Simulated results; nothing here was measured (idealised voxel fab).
This is a process module. Its name is voxel capacitor over wiring.
Shown is cross-section cut, with a width of 180 nm and square cells of size 5 nm.
Format of a cross-section: grid, square cells. Given as bands. Order: top down. Band: one or more rows of cells. Heights first: top, then bottom, in nm. Then materials, left to right, each with a width in nm. "throughout" on a single material: fills the band edge to edge. "blank": empty space. The level at which height equals 0 is the one under which the wafer, as it arrives, is entirely one material. No lower edge exists for the bottom band, which continues downward and is notated as in "0 and below". A width given as "30..40" starts at the first number in the band's top row and ends at the second number in its bottom row, shifting by an equal amount at every step from row to row. Any step labelled "nothing changed" changed none of the cells in the cross-section. The entry "Unvented cavities" lists the empty spaces that cover at least 8 cells and have no open path to the top. Each is written as width x height at distance, where the distance is measured from the left edge and all three values are in nm. Where a step's line continues beyond its settings, the continuation is a remark by the simulator itself on that step. overlay nm: mask offset rightward from planned place, masked step; negative means leftward offset.

Intended process steps
step 1: RECEIVE, material Si
step 2: CONFORMAL_DEP, material SiO2, thk nm 10
step 3: DIRECTIONAL_DEP, material TiN, thk nm 5
step 4: DIRECTIONAL_DEP, material W, thk nm 15
step 5: PATTERN, tone cover, mask id METAL_1, material resist, width nm 25, pitch nm 75, thk nm 15, overlay nm 0
step 6: DIRECTIONAL_ETCH, etch materials W, depth nm 15
step 7: DIRECTIONAL_ETCH, etch materials TiN, depth nm 5
step 8: STRIP, etch materials resist
step 9: FILL_DEP, material lowk, thk nm 5
step 10: CMP, height nm 30
step 11: CONFORMAL_DEP, material SiCN, thk nm 5
step 12: DIRECTIONAL_DEP, material lowk, thk nm 20
step 13: PATTERN, tone open, mask id PLUG_1, material resist, width nm 15, thk nm 15, overlay nm 0
step 14: DIRECTIONAL_ETCH, etch materials lowk, depth nm 20
step 15: DIRECTIONAL_ETCH, etch materials SiCN, depth nm 5
step 16: STRIP, etch materials resist
step 17: EPI, material Ru, thk nm 10
step 18: EPI, material Ru, thk nm 10
step 19: EPI, material Ru, thk nm 5
step 20: DIRECTIONAL_DEP, material TiN, thk nm 10
step 21: DIRECTIONAL_DEP, material Al2O3, thk nm 5
step 22: DIRECTIONAL_DEP, material TiN, thk nm 5
step 23: DIRECTIONAL_DEP, material aC, thk nm 15
step 24: PATTERN, tone cover, mask id UPPER_PLATE, material resist, width nm 55, thk nm 35, overlay nm 0
step 25: DIRECTIONAL_ETCH, etch materials aC, depth nm 15
step 26: STRIP, etch materials resist
step 27: DIRECTIONAL_ETCH, etch materials TiN, depth nm 5
step 28: DIRECTIONAL_ETCH, etch materials Al2O3, depth nm 5
step 29: STRIP, etch materials aC
step 30: PATTERN, tone cover, mask id LOWER_PLATE, material resist, width nm 65, thk nm 20, overlay nm 0
step 31: DIRECTIONAL_ETCH, etch materials TiN, depth nm 10
step 32: STRIP, etch materials resist
step 33: FILL_DEP, material SiO2, thk nm 20
step 34: CMP, height nm 90
step 35: PATTERN, tone open, mask id PLUG_2, material resist, width nm 15, thk nm 20, overlay nm 0
step 36: DIRECTIONAL_ETCH, etch materials SiO2, depth nm 15
step 37: STRIP, etch materials resist
step 38: CONFORMAL_DEP, material TiN, thk nm 5
step 39: FILL_DEP, material W, thk nm 10
step 40: CMP, height nm 90
step 41: CONFORMAL_DEP, material SiN, thk nm 5

This is the cross-section of the wafer as we received it, i.e. after step 1
> 0 and below  Si throughout
> Unvented cavities: none

First wafer of two, sectioned at end of module; run went per plan
> 95 down to 90  SiN throughout
> 90 down to 80  SiO2: 60; TiN: 5; W: 5; TiN: 5; SiO2: 105
> 80 down to 70  SiO2: 60..50; TiN: 15..55; SiO2: 105..75
> 70 down to 65  SiO2: 50; Al2O3: 55; SiO2: 75
> 65 down to 55  SiO2: 45; TiN: 65; SiO2: 70
> 55 down to 35  lowk: 50; Ru: 15; lowk: 115
> 35 down to 30  SiCN: 50; Ru: 15; SiCN: 115
> 30 down to 15  lowk: 40; W: 25; lowk: 50; W: 25; lowk: 40
> 15 down to 10  lowk: 40; TiN: 25; lowk: 50; TiN: 25; lowk: 40
> 10 down to 0  SiO2 throughout
> 0 and below  Si throughout
> Unvented cavities: none

Same start, same plan as the first wafer - but one mistake in the run. Cross-section of the second of the two at the end of the module
> 95 down to 90  SiN throughout
> 90 down to 85  SiO2: 60; TiN: 5; W: 5; TiN: 5; SiO2: 105
> 85 down to 80  SiO2: 60; TiN: 15; SiO2: 105
> 80 down to 75  SiO2: 50; TiN: 5; SiO2: 5; TiN: 45; SiO2: 75
> 75 down to 70  SiO2: 50; Al2O3: 5; TiN: 5; Al2O3: 45; SiO2: 75
> 70 down to 65  Ru: 55; Al2O3: 5; Ru: 120
> 65 down to 60  TiN: 50; Ru: 15; TiN: 115
> 60 down to 55  TiN throughout
> 55 down to 50  lowk: 50; TiN: 15; lowk: 115
> 50 down to 35  lowk: 50; Ru: 15; lowk: 115
> 35 down to 30  SiCN: 50; Ru: 15; SiCN: 115
> 30 down to 15  lowk: 40; W: 25; lowk: 50; W: 25; lowk: 40
> 15 down to 10  lowk: 40; TiN: 25; lowk: 50; TiN: 25; lowk: 40
> 10 down to 0  SiO2 throughout
> 0 and below  Si throughout
> Unvented cavities: none
Here's what went sideways: plan vs actual: 19 and 20 interchanged
Cell-count delta at end, second wafer over first, by material: Ru +35, SiO2 -78, TiN +44, W -1
